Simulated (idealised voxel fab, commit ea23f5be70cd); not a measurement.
This is a process module. Its name is voxel air gaps.
The cross-section on display is named cut; it measures 245 nm wide, and its cells are 5 nm squares.
In this document a cross-section is written as a grid of square cells. It is given as a series of bands, listed from the top down, and a band is one or more rows of cells.
This entry defines a band. It first specifies the height of the band's top and the height of its bottom in nm, and then specifies the band's materials from left to right, stating each material with its width in nm. The word "all across" identifies a single material that fills the band from edge to edge, while the word "blank" identifies empty space.
A quick word on heights: they are counted from 0, and under that level the wafer as it came to us is one material throughout. The lowest band is different from the rest in having no bottom; it simply continues downward, written as in "0 -> down".
Per-row width for "30 to 40": begins at first number (top row of band), ends at second number (bottom row), increment between rows held constant.
A step reported as "nothing was modified" is a step in which no cell of the cross-section changed.
Listed in "Closed-off voids": every empty space of 8 or more cells without an open way to the top. Form: width x height at distance, the distance being from the left edge, all in nm.
Whatever follows a step's settings on its line is a remark the simulator itself makes about that step.
overlay nm: for a step with a mask, the amount by which the mask lay right of where it was planned; a negative amount means left of it.

Process steps (planned):
1,RECEIVE: material Si
2,CONFORMAL_DEP: material SiO2, thk nm 15
3,CONFORMAL_DEP: material SiCN, thk nm 5
4,DIRECTIONAL_DEP: material lowk, thk nm 35
5,PATTERN: tone open, mask id LINES, material resist, width nm 25, pitch nm 55, thk nm 20, overlay nm 0
6,DIRECTIONAL_ETCH: etch materials lowk, depth nm 35
7,STRIP: etch materials resist
8,CONFORMAL_DEP: material TiN, thk nm 5
9,FILL_DEP: material W, thk nm 5
10,CMP: height nm 55
11,EPI: material Ru, thk nm 10
12,SELECTIVE_ETCH: etch materials lowk, depth nm 45
13,CONFORMAL_DEP: material SiCN, thk nm 5

Below: the first of two wafers, run as planned:

Cross-section: wafer on arrival = after step 1:
> 0 -> down  Si all across
> Closed-off voids: none

Wafer xsec, post step 2:
> 15 -> 0  SiO2 all across
> Lower than 0, everything is as it was.

Wafer xsec, post step 3:
> 20 -> 15  SiCN all across
> Lower than 15, everything is as it was.

Wafer xsec, post step 4:
> 55 -> 20  lowk all across
> Lower than 20, everything is as it was.

Wafer xsec, post step 5:
> 75 -> 55  55 resist, 25 blank, 30 resist, 25 blank, 30 resist, 25 blank, 55 resist
> Lower than 55, everything is as it was.

Wafer xsec, post step 6:
> 75 -> 55  55 resist, 25 blank, 30 resist, 25 blank, 30 resist, 25 blank, 55 resist
> 55 -> 20  55 lowk, 25 blank, 30 lowk, 25 blank, 30 lowk, 25 blank, 55 lowk
> Lower than 20, everything is as it was.

Wafer xsec, post step 7:
> 55 -> 20  55 lowk, 25 blank, 30 lowk, 25 blank, 30 lowk, 25 blank, 55 lowk
> Lower than 20, everything is as it was.

Wafer xsec, post step 8:
> 60 -> 55  60 TiN, 15 blank, 40 TiN, 15 blank, 40 TiN, 15 blank, 60 TiN
> 55 -> 25  55 lowk, 5 TiN, 15 blank, 5 TiN, 30 lowk, 5 TiN, 15 blank, 5 TiN, 30 lowk, 5 TiN, 15 blank, 5 TiN, 55 lowk
> 25 -> 20  55 lowk, 25 TiN, 30 lowk, 25 TiN, 30 lowk, 25 TiN, 55 lowk
> Lower than 20, everything is as it was.

Wafer xsec, post step 9:
> 65 -> 60  W all across
> 60 -> 55  60 TiN, 15 W, 40 TiN, 15 W, 40 TiN, 15 W, 60 TiN
> 55 -> 25  55 lowk, 5 TiN, 15 W, 5 TiN, 30 lowk, 5 TiN, 15 W, 5 TiN, 30 lowk, 5 TiN, 15 W, 5 TiN, 55 lowk
> Lower than 25, everything is as it was.

Wafer xsec, post step 10:
> 55 -> 25  55 lowk, 5 TiN, 15 W, 5 TiN, 30 lowk, 5 TiN, 15 W, 5 TiN, 30 lowk, 5 TiN, 15 W, 5 TiN, 55 lowk
> Lower than 25, everything is as it was.

Wafer xsec, post step 11:
> 65 -> 55  45 blank, 45 Ru, 10 blank, 45 Ru, 10 blank, 45 Ru, 45 blank
> Lower than 55, everything is as it was.

Wafer xsec, post step 12:
> 65 -> 55  45 blank, 45 Ru, 10 blank, 45 Ru, 10 blank, 45 Ru, 45 blank
> 55 -> 25  55 blank, 5 TiN, 15 W, 5 TiN, 30 blank, 5 TiN, 15 W, 5 TiN, 30 blank, 5 TiN, 15 W, 5 TiN, 55 blank
> 25 -> 20  55 blank, 25 TiN, 30 blank, 25 TiN, 30 blank, 25 TiN, 55 blank
> Lower than 20, everything is as it was.

Wafer xsec, post step 13:
> 70 -> 65  40 blank, 165 SiCN, 40 blank
> 65 -> 55  40 blank, 5 SiCN, 45 Ru, 10 SiCN, 45 Ru, 10 SiCN, 45 Ru, 5 SiCN, 40 blank
> 55 -> 50  40 blank, 15 SiCN, 5 TiN, 15 W, 5 TiN, 30 SiCN, 5 TiN, 15 W, 5 TiN, 30 SiCN, 5 TiN, 15 W, 5 TiN, 15 SiCN, 40 blank
> 50 -> 25  50 blank, 5 SiCN, 5 TiN, 15 W, 5 TiN, 5 SiCN, 20 blank, 5 SiCN, 5 TiN, 15 W, 5 TiN, 5 SiCN, 20 blank, 5 SiCN, 5 TiN, 15 W, 5 TiN, 5 SiCN, 50 blank
> 25 -> 20  55 SiCN, 25 TiN, 30 SiCN, 25 TiN, 30 SiCN, 25 TiN, 55 SiCN
> Lower than 20, everything is as it was.
> Closed-off voids: 20 x 25 at 85; 20 x 25 at 140

Wafer two: like wafer one in start and plan, but with one mistake in execution; identical up to and including step 2:

Cross-section of the second wafer when, according to plan, step 3 should have finished:
> 20 -> 15  lowk all across
> Lower than 15, everything is as it was.

Cross-section of the second wafer when, according to plan, step 4 should have finished:
> 55 -> 15  lowk all across
> Lower than 15, everything is as it was.

Cross-section of the second wafer when, according to plan, step 5 should have finished:
> 75 -> 55  55 resist, 25 blank, 30 resist, 25 blank, 30 resist, 25 blank, 55 resist
> Lower than 55, everything is as it was.

Cross-section of the second wafer when, according to plan, step 6 should have finished:
> 75 -> 55  55 resist, 25 blank, 30 resist, 25 blank, 30 resist, 25 blank, 55 resist
> 55 -> 20  55 lowk, 25 blank, 30 lowk, 25 blank, 30 lowk, 25 blank, 55 lowk
> Lower than 20, everything is as it was.

Cross-section of the second wafer when, according to plan, step 7 should have finished:
> 55 -> 20  55 lowk, 25 blank, 30 lowk, 25 blank, 30 lowk, 25 blank, 55 lowk
> Lower than 20, everything is as it was.

Cross-section of the second wafer when, according to plan, step 8 should have finished:
> 60 -> 55  60 TiN, 15 blank, 40 TiN, 15 blank, 40 TiN, 15 blank, 60 TiN
> 55 -> 25  55 lowk, 5 TiN, 15 blank, 5 TiN, 30 lowk, 5 TiN, 15 blank, 5 TiN, 30 lowk, 5 TiN, 15 blank, 5 TiN, 55 lowk
> 25 -> 20  55 lowk, 25 TiN, 30 lowk, 25 TiN, 30 lowk, 25 TiN, 55 lowk
> Lower than 20, everything is as it was.

Cross-section of the second wafer when, according to plan, step 9 should have finished:
> 65 -> 60  W all across
> 60 -> 55  60 TiN, 15 W, 40 TiN, 15 W, 40 TiN, 15 W, 60 TiN
> 55 -> 25  55 lowk, 5 TiN, 15 W, 5 TiN, 30 lowk, 5 TiN, 15 W, 5 TiN, 30 lowk, 5 TiN, 15 W, 5 TiN, 55 lowk
> Lower than 25, everything is as it was.

Cross-section of the second wafer when, according to plan, step 10 should have finished:
> 55 -> 25  55 lowk, 5 TiN, 15 W, 5 TiN, 30 lowk, 5 TiN, 15 W, 5 TiN, 30 lowk, 5 TiN, 15 W, 5 TiN, 55 lowk
> Lower than 25, everything is as it was.

Cross-section of the second wafer when, according to plan, step 11 should have finished:
> 65 -> 55  45 blank, 45 Ru, 10 blank, 45 Ru, 10 blank, 45 Ru, 45 blank
> Lower than 55, everything is as it was.

Cross-section of the second wafer when, according to plan, step 12 should have finished:
> 65 -> 55  45 blank, 45 Ru, 10 blank, 45 Ru, 10 blank, 45 Ru, 45 blank
> 55 -> 25  55 blank, 5 TiN, 15 W, 5 TiN, 30 blank, 5 TiN, 15 W, 5 TiN, 30 blank, 5 TiN, 15 W, 5 TiN, 55 blank
> 25 -> 20  55 blank, 25 TiN, 30 blank, 25 TiN, 30 blank, 25 TiN, 55 blank
> 20 -> 15  65 blank, 5 lowk, 50 blank, 5 lowk, 50 blank, 5 lowk, 65 blank
> Lower than 15, everything is as it was.

Cross-section of the second wafer when, according to plan, step 13 should have finished:
> 70 -> 65  40 blank, 165 SiCN, 40 blank
> 65 -> 55  40 blank, 5 SiCN, 45 Ru, 10 SiCN, 45 Ru, 10 SiCN, 45 Ru, 5 SiCN, 40 blank
> 55 -> 50  40 blank, 15 SiCN, 5 TiN, 15 W, 5 TiN, 30 SiCN, 5 TiN, 15 W, 5 TiN, 30 SiCN, 5 TiN, 15 W, 5 TiN, 15 SiCN, 40 blank
> 50 -> 25  50 blank, 5 SiCN, 5 TiN, 15 W, 5 TiN, 5 SiCN, 20 blank, 5 SiCN, 5 TiN, 15 W, 5 TiN, 5 SiCN, 20 blank, 5 SiCN, 5 TiN, 15 W, 5 TiN, 5 SiCN, 50 blank
> 25 -> 20  50 blank, 5 SiCN, 25 TiN, 5 SiCN, 20 blank, 5 SiCN, 25 TiN, 5 SiCN, 20 blank, 5 SiCN, 25 TiN, 5 SiCN, 50 blank
> 20 -> 15  65 SiCN, 5 lowk, 50 SiCN, 5 lowk, 50 SiCN, 5 lowk, 65 SiCN
> Lower than 15, everything is as it was.
> Closed-off voids: 20 x 30 at 85; 20 x 30 at 140
Run error: step 3 was processed under conditions differing from the plan, specifically as CONFORMAL_DEP: material lowk, thk nm 5
End of process, cell counts, second wafer against first, materials with more or fewer: -31 SiCN; +3 lowk
